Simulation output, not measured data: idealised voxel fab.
Herein follows the process module entitled voxel trench capacitor.
FYI the section here is cut, 185 nm wide, cells are 5 nm squares.
Reading order for cross-sections: top band down to bottom band. Underlying form: a grid of square cells. Band size: one or more rows of cells.
Basically the band line says how high the top is and how high the bottom is, in nm, and then what's in it from left to right, every material with its width in nm. Empty space shows up as "air", and if a single material carries "throughout" it runs the full band edge to edge.
For the purposes of this specification, 0 denotes the height below which the wafer in its as-received condition is composed wholly of one material, and the lowermost band, lacking a lower limit, extends downward without end, as expressed in "from 0 down".
The two numbers in a width such as "30..40" mark its ends across the band: the first belongs to the top row of cells, the second to the bottom row, and from each row to the next the width moves by the same amount.
When a step is marked "nothing different", none of the cells in the cross-section changed during that step.
Entry "Fully closed voids". Content: empty spaces with no open connection to the top, size 8 cells or greater. Each: width x height at distance. Distance: from left edge. Unit: nm.
What comes after the settings on a step's line is commentary from the simulator itself on that step.
overlay nm: step with mask; distance mask lay right of planned place; negative value = left of planned place.
[Process steps foreseen in the plan]
1,op RECEIVE | material Si
2,op CONFORMAL_DEP | material SiN | thk nm 10
3,op DIRECTIONAL_DEP | material aC | thk nm 15
4,op PATTERN | tone open | mask id TRENCH | material resist | width nm 25 | pitch nm 50 | thk nm 30 | overlay nm 0
5,op DIRECTIONAL_ETCH | etch materials aC | depth nm 15
6,op STRIP | etch materials resist
7,op DIRECTIONAL_ETCH | etch materials SiN | depth nm 10
8,op DIRECTIONAL_ETCH | etch materials Si | depth nm 35
9,op STRIP | etch materials aC
10,op CONFORMAL_DEP | material Al2O3 | thk nm 5
11,op CONFORMAL_DEP | material TiN | thk nm 5
12,op FILL_DEP | material W | thk nm 10
13,op CMP | height nm 10
[Cross-sectional view of the wafer in its as-received condition, corresponding to the state after step 1]
from 0 down | Si throughout
Fully closed voids: none
[Cross-sectional result after module completion. Note: starting condition and plan are unchanged from above; one processing mistake was made]
from 10 to 0 | SiN=50; Al2O3=5; TiN=5; W=15; TiN=5; Al2O3=5; SiN=15; Al2O3=5; TiN=5; W=15; TiN=5; Al2O3=5; SiN=50
from 0 to -25 | Si=50; Al2O3=5; TiN=5; W=15; TiN=5; Al2O3=5; Si=15; Al2O3=5; TiN=5; W=15; TiN=5; Al2O3=5; Si=50
from -25 to -30 | Si=50; Al2O3=5; TiN=25; Al2O3=5; Si=15; Al2O3=5; TiN=25; Al2O3=5; Si=50
from -30 to -35 | Si=50; Al2O3=35; Si=15; Al2O3=35; Si=50
from -35 down | Si throughout
Fully closed voids: none
Processing error: the process deviated at step 4: the operation and settings actually run there were op PATTERN | tone open | mask id TRENCH | material resist | width nm 35 | pitch nm 50 | thk nm 30 | overlay nm 0
